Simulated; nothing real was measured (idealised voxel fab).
The name of this process module is voxel gate over fins.
Cross-sectional view cut (width: 265 nm; square cell size: 5 nm).
Reading order for cross-sections: top band down to bottom band. Underlying form: a grid of square cells. Band size: one or more rows of cells. Basically the band line says how high the top is and how high the bottom is, in nm, and then what's in it from left to right, every material with its width in nm. Empty space shows up as "blank", and if a single material carries "edge to edge" it runs the full band edge to edge. Heights from 0 (as-received wafer is one material below). Bottom band endless downward, as "0 down". The two numbers in a width such as "30..40" mark its ends across the band: the first belongs to the top row of cells, the second to the bottom row, and from each row to the next the width moves by the same amount. Where the words "nothing changed" appear for a step, the cross-section shows no cell changed by that step; every cell remained as before. Under "Enclosed empty spaces" you'll find the enclosed gaps, the ones with no way out to the top, that are 8 cells or bigger; each reads width x height at distance, with distance counted from the left edge, everything in nm. Step line, after settings: the simulator's comment on this step. "overlay nm" on a masked step: distance the mask lay right of its planned place, negative for left.

Steps planned for the process:
| 1 | RECEIVE with material Si |
| 2 | CONFORMAL_DEP with material SiN, thk nm 10 |
| 3 | MASKED_ETCH with tone cover, mask id FINS, width nm 15, pitch nm 45, etch materials SiN, depth nm 10, overlay nm 0 |
| 4 | MASKED_ETCH with tone cover, mask id FINS, width nm 15, pitch nm 45, etch materials Si, depth nm 30, overlay nm 0 |
| 5 | OXIDIZE with depth nm 5 |
| 6 | FILL_DEP with material SiO2, thk nm 5 |
| 7 | CMP with height nm 10 |
| 8 | SELECTIVE_ETCH with etch materials SiO2, depth nm 25 |
| 9 | STRIP with etch materials SiN |
| 10 | CONFORMAL_DEP with material HfO2, thk nm 5 |
| 11 | CONFORMAL_DEP with material TiN, thk nm 5 |
| 12 | CONFORMAL_DEP with material TiAl, thk nm 5 |
| 13 | CONFORMAL_DEP with material TiN, thk nm 5 |
| 14 | FILL_DEP with material W, thk nm 10 |
| 15 | CMP with height nm 25 |
| 16 | CONFORMAL_DEP with material SiCN, thk nm 10 |

Wafer at receipt (post step 1), cross-section:
- 0 down = Si edge to edge
- Enclosed empty spaces: none

Sectioned view, first of two wafers, at the close of the module, processed as intended in the plan:
- 35 to 25 = SiCN edge to edge
- 25 to 20 = W edge to edge
- 20 to 15 = W=40  TiN=180  W=45
- 15 to 10 = W=40  TiN=5  TiAl=35  TiN=10  TiAl=35  TiN=10  TiAl=35  TiN=10  TiAl=35  TiN=5  W=45
- 10 to 5 = W=40  TiN=5  TiAl=5  TiN=25  TiAl=5  TiN=10  TiAl=5  TiN=25  TiAl=5  TiN=10  TiAl=5  TiN=25  TiAl=5  TiN=10  TiAl=5  TiN=25  TiAl=5  TiN=5  W=45
- 5 to 0 = TiN=45  TiAl=5  TiN=5  HfO2=15  TiN=5  TiAl=5  TiN=10  TiAl=5  TiN=5  HfO2=15  TiN=5  TiAl=5  TiN=10  TiAl=5  TiN=5  HfO2=15  TiN=5  TiAl=5  TiN=10  TiAl=5  TiN=5  HfO2=15  TiN=5  TiAl=5  TiN=50
- 0 to -5 = TiAl=50  TiN=5  HfO2=5  Si=5  HfO2=5  TiN=5  TiAl=20  TiN=5  HfO2=5  Si=5  HfO2=5  TiN=5  TiAl=20  TiN=5  HfO2=5  Si=5  HfO2=5  TiN=5  TiAl=20  TiN=5  HfO2=5  Si=5  HfO2=5  TiN=5  TiAl=55
- -5 to -10 = TiN=55  HfO2=5  Si=5  HfO2=5  TiN=30  HfO2=5  Si=5  HfO2=5  TiN=30  HfO2=5  Si=5  HfO2=5  TiN=30  HfO2=5  Si=5  HfO2=5  TiN=60
- -10 to -15 = HfO2=60  Si=5  HfO2=40  Si=5  HfO2=40  Si=5  HfO2=40  Si=5  HfO2=65
- -15 to -35 = SiO2=60  Si=5  SiO2=40  Si=5  SiO2=40  Si=5  SiO2=40  Si=5  SiO2=65
- -35 down = Si edge to edge
- Enclosed empty spaces: none

Wafer two cross-section, module end. Start and plan unchanged from wafer one; one mistake made during the run:
- 35 to 25 = SiCN edge to edge
- 25 to 20 = W edge to edge
- 20 to 15 = W=30  TiN=180  W=55
- 15 to 10 = W=30  TiN=5  TiAl=35  TiN=10  TiAl=35  TiN=10  TiAl=35  TiN=10  TiAl=35  TiN=15  W=45
- 10 to 5 = W=30  TiN=5  TiAl=5  TiN=25  TiAl=20  TiN=25  TiAl=20  TiN=25  TiAl=20  TiN=25  TiAl=15  TiN=5  W=45
- 5 to 0 = TiN=35  TiAl=5  TiN=5  HfO2=15  TiN=15  TiAl=10  TiN=5  HfO2=15  TiN=15  TiAl=10  TiN=5  HfO2=15  TiN=15  TiAl=10  TiN=5  HfO2=15  TiN=15  TiAl=5  TiN=50
- 0 to -5 = TiAl=40  TiN=5  HfO2=5  Si=5  HfO2=15  TiN=5  TiAl=10  TiN=5  HfO2=5  Si=5  HfO2=15  TiN=5  TiAl=10  TiN=5  HfO2=5  Si=5  HfO2=15  TiN=5  TiAl=10  TiN=5  HfO2=5  Si=5  HfO2=15  TiN=5  TiAl=55
- -5 to -10 = TiN=45  HfO2=5  Si=15  HfO2=5  TiN=20  HfO2=5  Si=15  HfO2=5  TiN=20  HfO2=5  Si=15  HfO2=5  TiN=20  HfO2=5  Si=15  HfO2=5  TiN=60
- -10 to -15 = HfO2=50  Si=15  HfO2=30  Si=15  HfO2=30  Si=15  HfO2=30  Si=15  HfO2=65
- -15 to -35 = SiO2=50  Si=15  SiO2=30  Si=15  SiO2=30  Si=15  SiO2=30  Si=15  SiO2=65
- -35 down = Si edge to edge
- Enclosed empty spaces: none
Heads up, the wafer didn't run the way we planned it: step 3 was processed under conditions differing from the plan, specifically as MASKED_ETCH with tone cover, mask id FINS, width nm 15, pitch nm 45, etch materials SiN, depth nm 10, overlay nm -10
Upon completion, the second wafer contains, in terms of cells, a greater or smaller amount of certain materials than the first wafer: +48 Si | -32 SiO2 | -12 TiN | -4 W
